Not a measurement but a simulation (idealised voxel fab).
A process module follows: voxel gate over fins.
cross-section cut | 205 nm wide | cells 5 nm
Notation: cross-section as square-cell grid; stated in bands, top first, going down; one or more cell rows per band. Heights first: top, then bottom, in nm. Then materials, left to right, each with a width in nm. "edge to edge" on a single material: fills the band edge to edge. "blank": empty space. Beneath 0, the wafer as received is one material, and that level is where height counting begins. The lowest band goes on downward without a bottom; it is written like "0 down". Width spec "30..40" -> top row of cells at first value, bottom row at second value, equal per-row change in between. "no alteration" after a step means that no cell of the cross-section changed. Heads up: "Sealed cavities" only lists the empty pockets with no open path to the top that are 8 cells or more, and it writes them as width x height at distance, distance from the left edge, in nm. The remark found on a step's line after its settings is issued by the simulator itself and pertains to that step. A step line may carry the setting "overlay nm", which, for steps involving a mask, states the distance by which the mask lay to the right of its intended position; negative values denote displacement to the left.

**Steps planned for the process**
1 RECEIVE, material Si
2 CONFORMAL_DEP, material SiN, thk nm 10
3 PATTERN, tone cover, mask id FINS, material resist, width nm 15, pitch nm 45, thk nm 20, overlay nm 0
4 DIRECTIONAL_ETCH, etch materials SiN, depth nm 10
5 DIRECTIONAL_ETCH, etch materials Si, depth nm 35
6 STRIP, etch materials resist
7 FILL_DEP, material SiO2, thk nm 10
8 CMP, height nm 10
9 SELECTIVE_ETCH, etch materials SiO2, depth nm 20
10 STRIP, etch materials SiN
11 CONFORMAL_DEP, material HfO2, thk nm 5
12 CONFORMAL_DEP, material TiN, thk nm 5
13 FILL_DEP, material W, thk nm 15
14 CMP, height nm 20
15 CONFORMAL_DEP, material SiCN, thk nm 10
Across this set of wafers, the varied parameter is the width nm of step 3. Starting conditions are identical for every wafer, and the plan reports the value assigned to the first wafer.

**First of several wafers, received after step 1, in cross-section**
- 0 down  Si edge to edge
- Sealed cavities: none

**Cross-section of the first of several wafers once the module has run through its last step, step 15**
- 30 to 20  SiCN edge to edge
- 20 to 10  W edge to edge
- 10 to 5  W=15  TiN=35  W=10  TiN=35  W=10  TiN=35  W=10  TiN=35  W=20
- 5 to 0  W=15  TiN=5  HfO2=25  TiN=5  W=10  TiN=5  HfO2=25  TiN=5  W=10  TiN=5  HfO2=25  TiN=5  W=10  TiN=5  HfO2=25  TiN=5  W=20
- 0 to -5  TiN=20  HfO2=5  Si=15  HfO2=5  TiN=20  HfO2=5  Si=15  HfO2=5  TiN=20  HfO2=5  Si=15  HfO2=5  TiN=20  HfO2=5  Si=15  HfO2=5  TiN=25
- -5 to -10  HfO2=25  Si=15  HfO2=30  Si=15  HfO2=30  Si=15  HfO2=30  Si=15  HfO2=30
- -10 to -35  SiO2=25  Si=15  SiO2=30  Si=15  SiO2=30  Si=15  SiO2=30  Si=15  SiO2=30
- -35 down  Si edge to edge
- Sealed cavities: none

**Cross-sectional view, end of module, last wafer of several**
- 30 to 20  SiCN edge to edge
- 20 to 10  W edge to edge
- 10 to 5  W=10  TiN=185  W=10
- 5 to 0  W=10  TiN=5  HfO2=40  TiN=5  HfO2=40  TiN=5  HfO2=40  TiN=5  HfO2=40  TiN=5  W=10
- 0 to -5  TiN=15  HfO2=5  Si=30  HfO2=5  TiN=5  HfO2=5  Si=30  HfO2=5  TiN=5  HfO2=5  Si=30  HfO2=5  TiN=5  HfO2=5  Si=30  HfO2=5  TiN=15
- -5 to -10  HfO2=20  Si=30  HfO2=15  Si=30  HfO2=15  Si=30  HfO2=15  Si=30  HfO2=20
- -10 to -35  SiO2=20  Si=30  SiO2=15  Si=30  SiO2=15  Si=30  SiO2=15  Si=30  SiO2=20
- -35 down  Si edge to edge
- Sealed cavities: none

**wafer rows; end of module; cells per material since receipt: (+) gained, (-) lost; then closed voids**
width nm 15, +57 HfO2, -203 Si, +82 SiCN, +145 SiO2, +57 TiN, +108 W, Sealed cavities: none
width nm 20, +57 HfO2, -175 Si, +82 SiCN, +125 SiO2, +57 TiN, +100 W, Sealed cavities: none
width nm 25, +57 HfO2, -147 Si, +82 SiCN, +105 SiO2, +57 TiN, +92 W, Sealed cavities: none
width nm 30, +57 HfO2, -119 Si, +82 SiCN, +85 SiO2, +51 TiN, +90 W, Sealed cavities: none
